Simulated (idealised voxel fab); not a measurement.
Process module heading - voxel plated lines
Displayed cross-section: cut, width of 180 nm, square cells sized 5 nm.
The cross-sections in this document take the form of a grid made of square cells. They are written out as bands, in order from top to bottom. Each band consists of one or more rows of cells. It is stipulated that each band's entry specify, in nanometres, the height of the top of the band and then that of its bottom, followed by the materials of the band in left-to-right sequence, each together with its width in nanometres. A single material marked by the word "everywhere" is understood to fill the band from edge to edge; the word "air" is understood to denote empty space. The reference from which all heights are counted is 0, the level beneath which the as-received wafer is entirely one material; the lowest band, having no lower bound, proceeds downward and is written after the example "top 0, no bottom". The expression "30..40" gives the width at the extremes of the band, the first number at its top row of cells and the second at its bottom row, with the width changing by equal amounts from each row to the next in between. "no modifications" (step): cross-section cells unchanged, all of them. Under "Closed internal voids" you'll find the enclosed gaps, the ones with no way out to the top, that are 8 cells or bigger; each reads width x height at distance, with distance counted from the left edge, everything in nm. Step line, after settings: the simulator's comment on this step. overlay nm: on a step with a mask, how far right of its planned place the mask lay; negative means left.
THESE ARE THE STEPS WE PLANNED FOR THE PROCESS
- 1: RECEIVE | material Si
- 2: CONFORMAL_DEP | material SiN | thk nm 10
- 3: DIRECTIONAL_DEP | material TiN | thk nm 5
- 4: PATTERN | tone open | mask id LINES | material resist | width nm 15 | pitch nm 40 | thk nm 30 | overlay nm 0
- 5: EPI | material Ru | thk nm 10
- 6: EPI | material Ru | thk nm 10
- 7: STRIP | etch materials resist
- 8: DIRECTIONAL_ETCH | etch materials TiN | depth nm 5
- 9: CONFORMAL_DEP | material SiCN | thk nm 10
CROSS-SECTION OF THE WAFER AT RECEIPT, WHICH IS THE CONDITION AFTER STEP 1
- top 0, no bottom: Si everywhere
- Closed internal voids: none
SECTIONED VIEW, FIRST OF TWO WAFERS, AT THE CLOSE OF THE MODULE, PROCESSED AS INTENDED IN THE PLAN
- top 45, bottom 35: air 10, SiCN 35, air 5, SiCN 35, air 5, SiCN 35, air 5, SiCN 35, air 15
- top 35, bottom 20: air 10, SiCN 10, Ru 15, SiCN 10, air 5, SiCN 10, Ru 15, SiCN 10, air 5, SiCN 10, Ru 15, SiCN 10, air 5, SiCN 10, Ru 15, SiCN 10, air 15
- top 20, bottom 15: SiCN 20, Ru 15, SiCN 25, Ru 15, SiCN 25, Ru 15, SiCN 25, Ru 15, SiCN 25
- top 15, bottom 10: SiCN 20, TiN 15, SiCN 25, TiN 15, SiCN 25, TiN 15, SiCN 25, TiN 15, SiCN 25
- top 10, bottom 0: SiN everywhere
- top 0, no bottom: Si everywhere
- Closed internal voids: none
WAFER TWO CROSS-SECTION, MODULE END. START AND PLAN UNCHANGED FROM WAFER ONE; ONE MISTAKE MADE DURING THE RUN
- top 45, bottom 35: SiCN 175, air 5
- top 35, bottom 25: SiCN 10, Ru 35, SiCN 5, Ru 35, SiCN 5, Ru 35, SiCN 5, Ru 35, SiCN 15
- top 25, bottom 15: Ru everywhere
- top 15, bottom 10: TiN everywhere
- top 10, bottom 0: SiN everywhere
- top 0, no bottom: Si everywhere
- Closed internal voids: none
The mistake made against the process plan was this: step 6 ran in the slot meant for step 7, and vice versa
Wrapping up, a cell-based count of both wafers puts the second over or under the first for these materials: Ru: 80 more, SiCN: 66 fewer, TiN: 24 more
